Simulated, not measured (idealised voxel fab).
The following is a process module called voxel ribs on slabs.
Cross-section cut: width 255 nm, square cells of 5 nm.
For the purposes of this document, a cross-section shall be understood as a grid of square cells, specified as bands listed in top-to-bottom order, each band consisting of one or more rows of cells. Band: top height; bottom height; in nm. Then, left to right: material with width in nm, for each material. "everywhere": a single material spanning edge to edge. "empty": empty space. Where do heights start? At 0: under that level the wafer as delivered is made of one material only. And the lowest band has no floor; it just carries on downward, as in "0 down". Quick explanation for "30->40": the width changes in equal steps down the rows of cells, from the first number in the band's top row to the second number in its bottom row. Step marked "same as before"? Then no cell in the cross-section changed in it. You'll see "Completely sealed voids" listing empty spaces that have no way open to the top, as long as they're 8 cells or more; the notation is width x height at distance, where the distance is from the left edge, and all of it is in nm. That trailing text on a step's line, after the settings, is the simulator's own remark on the step. When a step includes a mask, the "overlay nm" setting on its line states how far to the right of its planned place that mask lay, and negative values state how far to the left.
## Planned process steps
1 RECEIVE with material Si
2 DIRECTIONAL_DEP with material SiO2, thk nm 30
3 DIRECTIONAL_DEP with material polySi, thk nm 25
4 MASKED_ETCH with tone cover, mask id RIB, width nm 25, etch materials polySi, depth nm 15, overlay nm 0
5 MASKED_ETCH with tone cover, mask id SLAB, width nm 75, etch materials polySi, depth nm 10, overlay nm 0
6 FILL_DEP with material SiO2, thk nm 15
7 CMP with height nm 65
8 DIRECTIONAL_DEP with material TiN, thk nm 10
9 PATTERN with tone cover, mask id HEATER, material resist, width nm 35, thk nm 15, overlay nm 0
10 DIRECTIONAL_ETCH with etch materials TiN, depth nm 10
11 STRIP with etch materials resist
12 CONFORMAL_DEP with material SiO2, thk nm 5
## So this is the incoming wafer in cross-section - it's already been through step 1
- 0 down | Si everywhere
- Completely sealed voids: none
## Cross-section: first of two wafers, module finished, run according to plan
- 80 to 75 | empty=105, then SiO2=45, then empty=105
- 75 to 70 | empty=105, then SiO2=5, then TiN=35, then SiO2=5, then empty=105
- 70 to 65 | SiO2=110, then TiN=35, then SiO2=110
- 65 to 55 | SiO2 everywhere
- 55 to 40 | SiO2=115, then polySi=25, then SiO2=115
- 40 to 30 | SiO2=90, then polySi=75, then SiO2=90
- 30 to 0 | SiO2 everywhere
- 0 down | Si everywhere
- Completely sealed voids: none
## Second of two wafers, module complete, sectioned: it shares the first wafer's start and plan but was run with one mistake
- 80 to 75 | empty=105, then SiO2=45, then empty=105
- 75 to 70 | empty=105, then SiO2=5, then TiN=35, then SiO2=5, then empty=105
- 70 to 65 | SiO2=110, then TiN=35, then SiO2=110
- 65 to 55 | SiO2 everywhere
- 55 to 40 | SiO2=115, then polySi=25, then SiO2=115
- 40 to 30 | SiO2=95, then polySi=65, then SiO2=95
- 30 to 0 | SiO2 everywhere
- 0 down | Si everywhere
- Completely sealed voids: none
Where did the run depart from the plan? step 5 went in with a setting other than planned; the actual run was MASKED_ETCH with tone cover, mask id SLAB, width nm 65, etch materials polySi, depth nm 10, overlay nm 0
Final tally in cells, some materials are higher or lower on the second wafer than on the first: SiO2: 4 more | polySi: 4 fewer
